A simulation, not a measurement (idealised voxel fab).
This is a process module. Its name is voxel transistor to metal.
Shown is cross-section cut, with a width of 215 nm and square cells of size 5 nm.
A cross-section is a grid of square cells, given in bands from the top down. A band is one or more rows of cells.
This entry defines a band. It first specifies the height of the band's top and the height of its bottom in nm, and then specifies the band's materials from left to right, stating each material with its width in nm. The word "throughout" identifies a single material that fills the band from edge to edge, while the word "empty" identifies empty space.
Heights are measured from 0, the level below which the as-received wafer is all one material; the lowest band has no bottom and continues downward, written as in "z 0 and below".
It should be noted that a width expressed as "30->40" varies in equal increments from row to row of cells within the band, taking the value of the first number at the top row and that of the second number at the bottom row.
No cell of the cross-section changed in a step that is given as "remained the same".
Heads up: "Closed internal voids" only lists the empty pockets with no open path to the top that are 8 cells or more, and it writes them as width x height at distance, distance from the left edge, in nm.
On a step's line, text after the settings is the simulator commenting on that step.
The setting "overlay nm" may be written on the line of a step. When the step uses a mask, the value reports how far to the right of the planned place the mask lay, and a negative value reports that it lay to the left.
## Steps planned for the process
1. RECEIVE (material Si)
2. OXIDIZE (depth nm 5)
3. CONFORMAL_DEP (material SiN; thk nm 10)
4. MASKED_ETCH (tone cover; mask id ACTIVE; width nm 125; etch materials SiN; depth nm 10; overlay nm 0)
5. MASKED_ETCH (tone cover; mask id ACTIVE; width nm 125; etch materials SiO2; depth nm 5; overlay nm 0)
6. MASKED_ETCH (tone cover; mask id ACTIVE; width nm 125; etch materials Si; depth nm 20; overlay nm 0)
7. FILL_DEP (material SiO2; thk nm 5)
8. CMP (height nm 10)
9. SELECTIVE_ETCH (etch materials SiO2; depth nm 10)
10. STRIP (etch materials SiN)
11. SELECTIVE_ETCH (etch materials SiO2; depth nm 5)
12. OXIDIZE (depth nm 5)
13. DIRECTIONAL_DEP (material polySi; thk nm 20)
14. DIRECTIONAL_DEP (material SiCN; thk nm 15)
15. DIRECTIONAL_DEP (material aC; thk nm 15)
16. PATTERN (tone cover; mask id GATE; material resist; width nm 35; thk nm 35; overlay nm 0)
17. DIRECTIONAL_ETCH (etch materials aC; depth nm 15)
18. STRIP (etch materials resist)
19. DIRECTIONAL_ETCH (etch materials SiCN; depth nm 25)
20. DIRECTIONAL_ETCH (etch materials polySi; depth nm 30)
21. STRIP (etch materials aC)
22. CONFORMAL_DEP (material SiO2; thk nm 5)
23. DIRECTIONAL_ETCH (etch materials SiO2; depth nm 5)
24. CONFORMAL_DEP (material SiN; thk nm 10)
25. DIRECTIONAL_ETCH (etch materials SiN; depth nm 10)
26. DIRECTIONAL_ETCH (etch materials SiO2; depth nm 5)
27. DIRECTIONAL_ETCH (etch materials Si; depth nm 5)
28. EPI (material pSi; thk nm 5)
29. FILL_DEP (material SiO2; thk nm 10)
30. CMP (height nm 15)
31. STRIP (etch materials polySi)
32. SELECTIVE_ETCH (etch materials SiO2; depth nm 5)
33. CONFORMAL_DEP (material HfO2; thk nm 5)
34. CONFORMAL_DEP (material TiN; thk nm 5)
35. FILL_DEP (material W; thk nm 10)
36. CMP (height nm 10)
37. DIRECTIONAL_DEP (material SiO2; thk nm 10)
38. PATTERN (tone open; mask id CONTACT; material resist; width nm 20; pitch nm 85; thk nm 15; overlay nm 0)
39. DIRECTIONAL_ETCH (etch materials SiO2; depth nm 30)
40. STRIP (etch materials resist)
41. CONFORMAL_DEP (material TiN; thk nm 5)
42. FILL_DEP (material Ru; thk nm 5)
43. CMP (height nm 20)
44. DIRECTIONAL_DEP (material TiN; thk nm 5)
45. DIRECTIONAL_DEP (material W; thk nm 15)
46. DIRECTIONAL_DEP (material aC; thk nm 15)
47. PATTERN (tone cover; mask id METAL_1; material resist; width nm 20; pitch nm 85; thk nm 35; overlay nm 0)
48. DIRECTIONAL_ETCH (etch materials aC; depth nm 15)
49. STRIP (etch materials resist)
50. DIRECTIONAL_ETCH (etch materials W; depth nm 15)
51. DIRECTIONAL_ETCH (etch materials TiN; depth nm 5)
52. STRIP (etch materials aC)
53. FILL_DEP (material lowk; thk nm 10)
54. CMP (height nm 40)
55. CONFORMAL_DEP (material SiCN; thk nm 5)
## Here's what the wafer looked like in cross-section when it arrived - that's after step 1
- z 0 and below  Si throughout
- Closed internal voids: none
## The cross-section shown corresponds to the wafer at the conclusion of the module. The initial structure and the process plan are those presented above; however, one mistake occurred in executing the plan
- z 45 to 40  SiCN throughout
- z 40 to 35  lowk (55); TiN (20); lowk (65); TiN (20); lowk (55)
- z 35 to 20  W throughout
- z 20 to 10  SiO2 (55); TiN (5); Ru (10); TiN (5); SiO2 (65); TiN (5); Ru (10); TiN (5); SiO2 (55)
- z 10 to 0  SiO2 (55); TiN (5); Ru (10); TiN (5); SiN (10); HfO2 (5); TiN (5); W (25); TiN (5); HfO2 (5); SiN (10); TiN (5); Ru (10); TiN (5); SiO2 (55)
- z 0 to -5  SiO2 (55); TiN (5); Ru (5); TiN (10); SiN (10); HfO2 (5); TiN (35); HfO2 (5); SiN (10); TiN (10); Ru (5); TiN (5); SiO2 (55)
- z -5 to -10  SiO2 (55); TiN (15); pSi (5); SiO2 (10); HfO2 (45); SiO2 (10); pSi (5); TiN (15); SiO2 (55)
- z -10 to -15  SiO2 (45); pSi (30); Si (65); pSi (30); SiO2 (45)
- z -15 to -25  SiO2 (45); Si (125); SiO2 (45)
- z -25 and below  Si throughout
- Closed internal voids: none
Plan not followed: it was found that steps 44 and 45 of the process plan had been performed in exchanged positions
